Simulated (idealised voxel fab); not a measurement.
You're looking at the process module voxel ribs on slabs.
Xsec cut, 270 nm wide, square cell size 5 nm.
A cross-section is written here as square cells arranged in a grid, and it is given in bands from the top down, each band taking up one or more rows of cells. For a band, the entry starts with two heights in nm, that of the top and then that of the bottom, and carries on with the band's materials in order from left to right, each alongside its width in nm; the word "edge to edge" beside a single material means it fills the band edge to edge, and "empty" means empty space. Heads up on the height convention: 0 is the point under which the incoming wafer is all one material, and the lowest band has no bottom, it just keeps going down, like "0 nm and below". The notation "30->40" denotes a width that varies across the rows of cells in the band, beginning at the first number in the top row, finishing at the second number in the bottom row, and changing by an identical amount from each row to the next. Take "no change occurred" at face value: in the step it is given for, the cross-section changed in none of its cells. This entry, "Closed void register", enumerates those empty regions of no fewer than 8 cells that possess no open connection to the top. Each region is reported in the form width x height at distance, the distance being taken from the left edge, with all three quantities expressed in nm. Heads up: the bit after the settings on a step's line is the simulator's remark on that step. "overlay nm", when on a step's line for a step with a mask, measures how far to the right of its planned place the mask lay; a negative measure means to the left.
### List of planned process steps
- 1: RECEIVE (material Si)
- 2: DIRECTIONAL_DEP (material SiO2; thk nm 20)
- 3: DIRECTIONAL_DEP (material SiN; thk nm 25)
- 4: MASKED_ETCH (tone cover; mask id RIB; width nm 25; etch materials SiN; depth nm 5; overlay nm 0)
- 5: MASKED_ETCH (tone cover; mask id SLAB; width nm 85; etch materials SiN; depth nm 20; overlay nm 0)
- 6: FILL_DEP (material SiO2; thk nm 25)
- 7: CMP (height nm 60)
- 8: DIRECTIONAL_DEP (material W; thk nm 10)
- 9: DIRECTIONAL_DEP (material aC; thk nm 10)
- 10: PATTERN (tone cover; mask id HEATER; material resist; width nm 35; thk nm 25; overlay nm 0)
- 11: DIRECTIONAL_ETCH (etch materials aC; depth nm 10)
- 12: STRIP (etch materials resist)
- 13: DIRECTIONAL_ETCH (etch materials W; depth nm 10)
- 14: STRIP (etch materials aC)
- 15: CONFORMAL_DEP (material SiN; thk nm 5)
### Cross-sectional view of the wafer in its as-received condition, corresponding to the state after step 1
  0 nm and below: Si edge to edge
  Closed void register: none
### Module complete, cross-section. Starting point and plan per above. One mistake made in running the module
  75 nm to 70 nm: empty 110, SiN 45, empty 115
  70 nm to 65 nm: empty 110, SiN 5, W 35, SiN 5, empty 115
  65 nm to 60 nm: SiN 115, W 35, SiN 120
  60 nm to 45 nm: SiO2 90, SiN 85, SiO2 95
  45 nm to 20 nm: SiN edge to edge
  20 nm to 0 nm: SiO2 edge to edge
  0 nm and below: Si edge to edge
  Closed void register: none
The mistake made against the process plan was this: regarding the plan, step 3 was run twice
